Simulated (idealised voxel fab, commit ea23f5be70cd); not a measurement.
voxel transistor to metal: a process module
The figure presents cross-section cut, which has a width of 155 nm and is divided into square cells with an edge length of 5 nm.
Think of the cross-section as a grid of square cells. We describe it in bands, top to bottom, and each band covers one or more rows of those cells.
Look at the band entry: it leads with the top's height and the bottom's height in nm. Then it lists the materials left to right, with a width in nm for each. The word "full width" on a single material says that material fills the band edge to edge. The word "air" is empty space.
For the purposes of this specification, 0 denotes the height below which the wafer in its as-received condition is composed wholly of one material, and the lowermost band, lacking a lower limit, extends downward without end, as expressed in "0 -> down".
Width "30->40": first value at the band's top row of cells, second value at its bottom row, equal change from row to row.
For the purposes of this document, the phrase "identical to before" attached to a step denotes that no cell within the cross-section was modified by that step.
Listed in "Closed-off voids": every empty space of 8 or more cells without an open way to the top. Form: width x height at distance, the distance being from the left edge, all in nm.
On each step's line, the part that comes after the settings is the simulator's own comment on the step.
overlay nm: step with mask; distance mask lay right of planned place; negative value = left of planned place.
### Steps in the process plan
1 RECEIVE [material Si]
2 OXIDIZE [depth nm 5]
3 CONFORMAL_DEP [material SiN] [thk nm 15]
4 DIRECTIONAL_DEP [material aC] [thk nm 15]
5 PATTERN [tone cover] [mask id ACTIVE] [material resist] [width nm 120] [thk nm 30] [overlay nm 0]
6 DIRECTIONAL_ETCH [etch materials aC] [depth nm 15]
7 STRIP [etch materials resist]
8 DIRECTIONAL_ETCH [etch materials SiN] [depth nm 15]
9 DIRECTIONAL_ETCH [etch materials SiO2] [depth nm 5]
10 DIRECTIONAL_ETCH [etch materials Si] [depth nm 35]
11 STRIP [etch materials aC]
12 FILL_DEP [material SiO2] [thk nm 15]
13 CMP [height nm 15]
14 SELECTIVE_ETCH [etch materials SiO2] [depth nm 5]
15 STRIP [etch materials SiN]
16 SELECTIVE_ETCH [etch materials SiO2] [depth nm 5]
17 OXIDIZE [depth nm 5]
18 DIRECTIONAL_DEP [material polySi] [thk nm 20]
19 DIRECTIONAL_DEP [material SiCN] [thk nm 10]
20 MASKED_ETCH [tone cover] [mask id GATE] [width nm 30] [etch materials SiCN] [depth nm 20] [overlay nm 0]
21 MASKED_ETCH [tone cover] [mask id GATE] [width nm 30] [etch materials polySi] [depth nm 30] [overlay nm 0]
22 CONFORMAL_DEP [material SiO2] [thk nm 5]
23 DIRECTIONAL_ETCH [etch materials SiO2] [depth nm 5]
24 CONFORMAL_DEP [material SiN] [thk nm 10]
25 DIRECTIONAL_ETCH [etch materials SiN] [depth nm 10]
26 DIRECTIONAL_ETCH [etch materials SiO2] [depth nm 5]
27 DIRECTIONAL_ETCH [etch materials Si] [depth nm 15]
28 EPI [material SiGe] [thk nm 15]
29 FILL_DEP [material SiO2] [thk nm 10]
30 CMP [height nm 15]
31 STRIP [etch materials polySi]
32 SELECTIVE_ETCH [etch materials SiO2] [depth nm 5]
33 CONFORMAL_DEP [material HfO2] [thk nm 5]
34 CONFORMAL_DEP [material TiN] [thk nm 5]
35 FILL_DEP [material W] [thk nm 10]
36 CMP [height nm 10]
37 DIRECTIONAL_DEP [material SiO2] [thk nm 15]
38 DIRECTIONAL_DEP [material aC] [thk nm 15]
39 PATTERN [tone open] [mask id CONTACT] [material resist] [width nm 20] [pitch nm 80] [thk nm 30] [overlay nm 0]
40 DIRECTIONAL_ETCH [etch materials aC] [depth nm 15]
41 STRIP [etch materials resist]
42 DIRECTIONAL_ETCH [etch materials SiO2] [depth nm 20]
43 STRIP [etch materials aC]
44 CONFORMAL_DEP [material TiN] [thk nm 5]
45 FILL_DEP [material W] [thk nm 5]
46 CMP [height nm 25]
47 DIRECTIONAL_DEP [material TiN] [thk nm 5]
48 DIRECTIONAL_DEP [material W] [thk nm 15]
49 MASKED_ETCH [tone cover] [mask id METAL_1] [width nm 20] [pitch nm 80] [etch materials W] [depth nm 15] [overlay nm 0]
50 MASKED_ETCH [tone cover] [mask id METAL_1] [width nm 20] [pitch nm 80] [etch materials TiN] [depth nm 5] [overlay nm 0]
51 FILL_DEP [material SiO2] [thk nm 5]
52 CMP [height nm 45]
53 CONFORMAL_DEP [material SiCN] [thk nm 5]
### Cross-section of the wafer as it came to us, i.e., already through step 1
* 0 -> down = Si full width
* Closed-off voids: none
### End-of-module XS, first of two wafers, run as planned
* 50 -> 45 = SiCN full width
* 45 -> 30 = 25 SiO2, 20 W, 60 SiO2, 20 W, 30 SiO2
* 30 -> 25 = 25 SiO2, 20 TiN, 60 SiO2, 20 TiN, 30 SiO2
* 25 -> 10 = 25 SiO2, 5 TiN, 10 W, 5 TiN, 60 SiO2, 5 TiN, 10 W, 5 TiN, 30 SiO2
* 10 -> 5 = 25 SiO2, 20 TiN, 10 SiN, 5 HfO2, 5 TiN, 20 W, 5 TiN, 5 HfO2, 10 SiN, 20 TiN, 30 SiO2
* 5 -> 0 = 15 SiO2, 10 SiN, 20 SiGe, 10 SiN, 5 HfO2, 5 TiN, 20 W, 5 TiN, 5 HfO2, 10 SiN, 20 SiGe, 10 SiN, 20 SiO2
* 0 -> -5 = 15 SiO2, 10 SiN, 20 SiGe, 10 SiN, 5 HfO2, 30 TiN, 5 HfO2, 10 SiN, 20 SiGe, 10 SiN, 20 SiO2
* -5 -> -10 = 25 SiO2, 20 SiGe, 10 SiO2, 40 HfO2, 10 SiO2, 20 SiGe, 30 SiO2
* -10 -> -25 = 15 SiO2, 10 Si, 20 SiGe, 60 Si, 20 SiGe, 10 Si, 20 SiO2
* -25 -> -40 = 15 SiO2, 120 Si, 20 SiO2
* -40 -> down = Si full width
* Closed-off voids: none
### Second of two wafers, module complete, sectioned: it shares the first wafer's start and plan but was run with one mistake
* 50 -> 45 = SiCN full width
* 45 -> 30 = 25 SiO2, 20 W, 60 SiO2, 20 W, 30 SiO2
* 30 -> 25 = 25 SiO2, 20 TiN, 60 SiO2, 20 TiN, 30 SiO2
* 25 -> 15 = 20 W, 5 TiN, 20 SiO2, 5 TiN, 50 W, 5 TiN, 20 SiO2, 5 TiN, 25 W
* 15 -> 10 = 20 W, 5 TiN, 20 SiO2, 60 TiN, 20 SiO2, 5 TiN, 25 W
* 10 -> 5 = 25 TiN, 20 SiO2, 10 SiN, 5 HfO2, 5 TiN, 20 W, 5 TiN, 5 HfO2, 10 SiN, 20 SiO2, 30 TiN
* 5 -> 0 = 15 SiO2, 10 SiN, 20 SiGe, 10 SiN, 5 HfO2, 5 TiN, 20 W, 5 TiN, 5 HfO2, 10 SiN, 20 SiGe, 10 SiN, 20 SiO2
* 0 -> -5 = 15 SiO2, 10 SiN, 20 SiGe, 10 SiN, 5 HfO2, 30 TiN, 5 HfO2, 10 SiN, 20 SiGe, 10 SiN, 20 SiO2
* -5 -> -10 = 25 SiO2, 20 SiGe, 10 SiO2, 40 HfO2, 10 SiO2, 20 SiGe, 30 SiO2
* -10 -> -25 = 15 SiO2, 10 Si, 20 SiGe, 60 Si, 20 SiGe, 10 Si, 20 SiO2
* -25 -> -40 = 15 SiO2, 120 Si, 20 SiO2
* -40 -> down = Si full width
* Closed-off voids: none
Misprocessing identified: step 39 ran as: PATTERN [tone cover] [mask id CONTACT] [material resist] [width nm 20] [pitch nm 80] [thk nm 30] [overlay nm 0]
Materials where the second wafer ends with more or fewer cells than the first: SiO2 -48 | TiN +13 | W +35
